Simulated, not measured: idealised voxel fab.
Process module in this document: voxel transistor to metal
The cross-section shown here is cut; it is 215 nm wide and divided into square cells measuring 5 nm on a side.
Just so we're on the same page, the cross-sections are grids of square cells, and they're listed out in bands top to bottom, each band one or more rows deep. Look at the band entry: it leads with the top's height and the bottom's height in nm. Then it lists the materials left to right, with a width in nm for each. The word "edge to edge" on a single material says that material fills the band edge to edge. The word "empty" is empty space. Counting heights begins at 0, where everything beneath is, in the wafer as received, one material. The lowest band has no bottom; it goes on downwards, as "0..down" shows. Note: "30..40" means the width goes from the first number (top row of the band) to the second number (bottom row) in equal steps per row of cells. The cross-section has no changed cell in any step marked "nothing got changed". Unvented voids: empty space of 8 cells or more with no open way to the top, each as width x height at its distance from the left edge, in nm. Past the settings on a step's line: simulator remark, on that step. overlay nm: step with mask; distance mask lay right of planned place; negative value = left of planned place.

Set out below are the planned steps of the process
| 1 | RECEIVE,material Si |
| 2 | CONFORMAL_DEP,material SiO2,thk nm 5 |
| 3 | CONFORMAL_DEP,material SiN,thk nm 15 |
| 4 | DIRECTIONAL_DEP,material aC,thk nm 15 |
| 5 | PATTERN,tone cover,mask id ACTIVE,material resist,width nm 120,thk nm 35,overlay nm 0 |
| 6 | DIRECTIONAL_ETCH,etch materials aC,depth nm 15 |
| 7 | STRIP,etch materials resist |
| 8 | DIRECTIONAL_ETCH,etch materials SiN,depth nm 15 |
| 9 | DIRECTIONAL_ETCH,etch materials SiO2,depth nm 5 |
| 10 | DIRECTIONAL_ETCH,etch materials Si,depth nm 20 |
| 11 | STRIP,etch materials aC |
| 12 | OXIDIZE,depth nm 5 |
| 13 | FILL_DEP,material SiO2,thk nm 15 |
| 14 | CMP,height nm 20 |
| 15 | SELECTIVE_ETCH,etch materials SiO2,depth nm 10 |
| 16 | STRIP,etch materials SiN |
| 17 | SELECTIVE_ETCH,etch materials SiO2,depth nm 5 |
| 18 | OXIDIZE,depth nm 5 |
| 19 | DIRECTIONAL_DEP,material polySi,thk nm 25 |
| 20 | DIRECTIONAL_DEP,material SiCN,thk nm 10 |
| 21 | MASKED_ETCH,tone cover,mask id GATE,width nm 30,etch materials SiCN,depth nm 20,overlay nm 0 |
| 22 | MASKED_ETCH,tone cover,mask id GATE,width nm 30,etch materials polySi,depth nm 35,overlay nm 0 |
| 23 | CONFORMAL_DEP,material SiO2,thk nm 5 |
| 24 | DIRECTIONAL_ETCH,etch materials SiO2,depth nm 5 |
| 25 | CONFORMAL_DEP,material SiN,thk nm 10 |
| 26 | DIRECTIONAL_ETCH,etch materials SiN,depth nm 10 |
| 27 | DIRECTIONAL_ETCH,etch materials SiO2,depth nm 5 |
| 28 | EPI,material nSi,thk nm 5 |
| 29 | FILL_DEP,material SiO2,thk nm 10 |
| 30 | CMP,height nm 25 |
| 31 | STRIP,etch materials polySi |
| 32 | SELECTIVE_ETCH,etch materials SiO2,depth nm 5 |
| 33 | CONFORMAL_DEP,material HfO2,thk nm 5 |
| 34 | CONFORMAL_DEP,material TiN,thk nm 5 |
| 35 | FILL_DEP,material W,thk nm 10 |
| 36 | CMP,height nm 20 |
| 37 | DIRECTIONAL_DEP,material SiO2,thk nm 10 |
| 38 | PATTERN,tone open,mask id CONTACT,material resist,width nm 20,pitch nm 90,thk nm 20,overlay nm 0 |
| 39 | DIRECTIONAL_ETCH,etch materials SiO2,depth nm 30 |
| 40 | STRIP,etch materials resist |
| 41 | CONFORMAL_DEP,material TiN,thk nm 5 |
| 42 | FILL_DEP,material Ru,thk nm 5 |
| 43 | CMP,height nm 30 |
| 44 | DIRECTIONAL_DEP,material TiN,thk nm 5 |
| 45 | DIRECTIONAL_DEP,material Ru,thk nm 15 |
| 46 | PATTERN,tone cover,mask id METAL_1,material resist,width nm 20,pitch nm 90,thk nm 20,overlay nm 0 |
| 47 | DIRECTIONAL_ETCH,etch materials Ru,depth nm 15 |
| 48 | DIRECTIONAL_ETCH,etch materials TiN,depth nm 5 |
| 49 | STRIP,etch materials resist |
| 50 | CONFORMAL_DEP,material SiCN,thk nm 5 |
| 51 | FILL_DEP,material SiO2,thk nm 5 |
| 52 | CMP,height nm 50 |
| 53 | CONFORMAL_DEP,material SiN,thk nm 5 |

As-received state of the wafer in cross-section, equivalent to post-step 1
0..down | Si edge to edge
Unvented voids: none

Cross-section, end of module. Start: as above. Plan: as above. Execution: one mistake
55..50 | SiN edge to edge
50..35 | 45 SiO2 / 5 SiCN / 20 Ru / 5 SiCN / 60 SiO2 / 5 SiCN / 20 Ru / 5 SiCN / 50 SiO2
35..30 | 50 SiCN / 20 TiN / 70 SiCN / 20 TiN / 55 SiCN
30..20 | 50 SiO2 / 5 TiN / 10 Ru / 5 TiN / 70 SiO2 / 5 TiN / 10 Ru / 5 TiN / 55 SiO2
20..10 | 50 SiO2 / 5 TiN / 10 Ru / 5 TiN / 5 SiO2 / 10 SiN / 5 HfO2 / 5 TiN / 20 W / 5 TiN / 5 HfO2 / 10 SiN / 5 SiO2 / 5 TiN / 10 Ru / 5 TiN / 55 SiO2
10..5 | 50 SiO2 / 20 TiN / 5 SiO2 / 10 SiN / 5 HfO2 / 5 TiN / 20 W / 5 TiN / 5 HfO2 / 10 SiN / 5 SiO2 / 5 TiN / 5 Ru / 10 TiN / 55 SiO2
5..0 | 50 SiO2 / 10 SiN / 10 TiN / 5 SiO2 / 10 SiN / 5 HfO2 / 30 TiN / 5 HfO2 / 10 SiN / 5 SiO2 / 15 TiN / 10 SiN / 50 SiO2
0..-5 | 60 SiO2 / 15 nSi / 10 SiO2 / 40 HfO2 / 10 SiO2 / 20 nSi / 60 SiO2
-5..-25 | 55 SiO2 / 105 Si / 55 SiO2
-25..down | Si edge to edge
Unvented voids: none
In executing the process, a mistake was made relative to the plan: step 5 changed vs plan, executed as PATTERN,tone cover,mask id ACTIVE,material resist,width nm 115,thk nm 35,overlay nm 0
